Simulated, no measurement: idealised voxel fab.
The following is a process module called voxel capacitor over wiring.
Square cells of 5 nm make up the cross-section cut, whose width is 155 nm.
Each cross-section below is a grid of square cells, stated as bands in top-down order, with one or more rows of cells making up each band. What a band's entry tells you: where the top is and where the bottom is, as heights in nm, and after that what lies inside, material by material from left to right, each with its width in nm. Empty space is written as the word "blank", and a single material marked with the word "full width" occupies the band from edge to edge. Ref level 0: as-received wafer is one material below here. Bottom band extends down with no lower bound ("from 0 down"). Top row gets the first number, bottom row gets the second, and each row in between changes by the same step: that is how a band width like "30->40" works. When a step is marked "left unchanged", none of the cells in the cross-section changed during that step. Empty spaces without an open route to the top, at least 8 cells in extent, make up the entry "Closed cavities"; each is given as width x height at distance, where the distance is measured from the left edge, and all are in nm. The remark found on a step's line after its settings is issued by the simulator itself and pertains to that step. You can add "overlay nm" to a step's line. For a step with a mask, it describes how far the mask lay to the right of its planned position, and a negative number describes a lay to the left.

-- Intended process steps
1. RECEIVE: material Si
2. CONFORMAL_DEP: material SiO2, thk nm 10
3. DIRECTIONAL_DEP: material TiN, thk nm 5
4. DIRECTIONAL_DEP: material Ru, thk nm 20
5. DIRECTIONAL_DEP: material aC, thk nm 10
6. PATTERN: tone cover, mask id METAL_1, material resist, width nm 25, pitch nm 95, thk nm 30, overlay nm 0
7. DIRECTIONAL_ETCH: etch materials aC, depth nm 10
8. STRIP: etch materials resist
9. DIRECTIONAL_ETCH: etch materials Ru, depth nm 20
10. DIRECTIONAL_ETCH: etch materials TiN, depth nm 5
11. STRIP: etch materials aC
12. CONFORMAL_DEP: material SiN, thk nm 5
13. FILL_DEP: material lowk, thk nm 5
14. CMP: height nm 35
15. CONFORMAL_DEP: material SiCN, thk nm 5
16. DIRECTIONAL_DEP: material lowk, thk nm 15
17. PATTERN: tone open, mask id PLUG_1, material resist, width nm 15, thk nm 15, overlay nm 0
18. DIRECTIONAL_ETCH: etch materials lowk, depth nm 15
19. DIRECTIONAL_ETCH: etch materials SiCN, depth nm 5
20. STRIP: etch materials resist
21. EPI: material Ru, thk nm 10
22. EPI: material Ru, thk nm 10
23. DIRECTIONAL_DEP: material TiN, thk nm 5
24. DIRECTIONAL_DEP: material Al2O3, thk nm 5
25. DIRECTIONAL_DEP: material TiN, thk nm 10
26. PATTERN: tone cover, mask id UPPER_PLATE, material resist, width nm 75, thk nm 20, overlay nm 0
27. DIRECTIONAL_ETCH: etch materials TiN, depth nm 10
28. DIRECTIONAL_ETCH: etch materials Al2O3, depth nm 5
29. STRIP: etch materials resist
30. PATTERN: tone cover, mask id LOWER_PLATE, material resist, width nm 85, thk nm 20, overlay nm 0
31. DIRECTIONAL_ETCH: etch materials TiN, depth nm 5
32. STRIP: etch materials resist
33. FILL_DEP: material SiO2, thk nm 15
34. CMP: height nm 85
35. DIRECTIONAL_DEP: material aC, thk nm 10
36. PATTERN: tone open, mask id PLUG_2, material resist, width nm 15, thk nm 25, overlay nm 0
37. DIRECTIONAL_ETCH: etch materials aC, depth nm 10
38. STRIP: etch materials resist
39. DIRECTIONAL_ETCH: etch materials SiO2, depth nm 10
40. STRIP: etch materials aC
41. CONFORMAL_DEP: material TiN, thk nm 5
42. FILL_DEP: material Ru, thk nm 10
43. CMP: height nm 85
44. CONFORMAL_DEP: material SiCN, thk nm 5
It is noted that the wafers described herein are identical at the outset and are distinguished by the width nm of step 36; the value stated in the plan corresponds to the first wafer.

-- First of several wafers (as received, post step 1), cross-sectional view
> from 0 down = Si full width
> Closed cavities: none

-- Gained (+) or lost (-) cells of each material since receipt, then closed voids: one row per wafer, at the end of the module
width nm 15 | +15 Al2O3 | +53 Ru | +59 SiCN | +37 SiN | +180 SiO2 | +62 TiN | +152 lowk | Closed cavities: none
width nm 20 | +15 Al2O3 | +54 Ru | +59 SiCN | +37 SiN | +178 SiO2 | +63 TiN | +152 lowk | Closed cavities: none
width nm 25 | +15 Al2O3 | +55 Ru | +59 SiCN | +37 SiN | +176 SiO2 | +64 TiN | +152 lowk | Closed cavities: none
width nm 30 | +15 Al2O3 | +56 Ru | +59 SiCN | +37 SiN | +174 SiO2 | +65 TiN | +152 lowk | Closed cavities: none
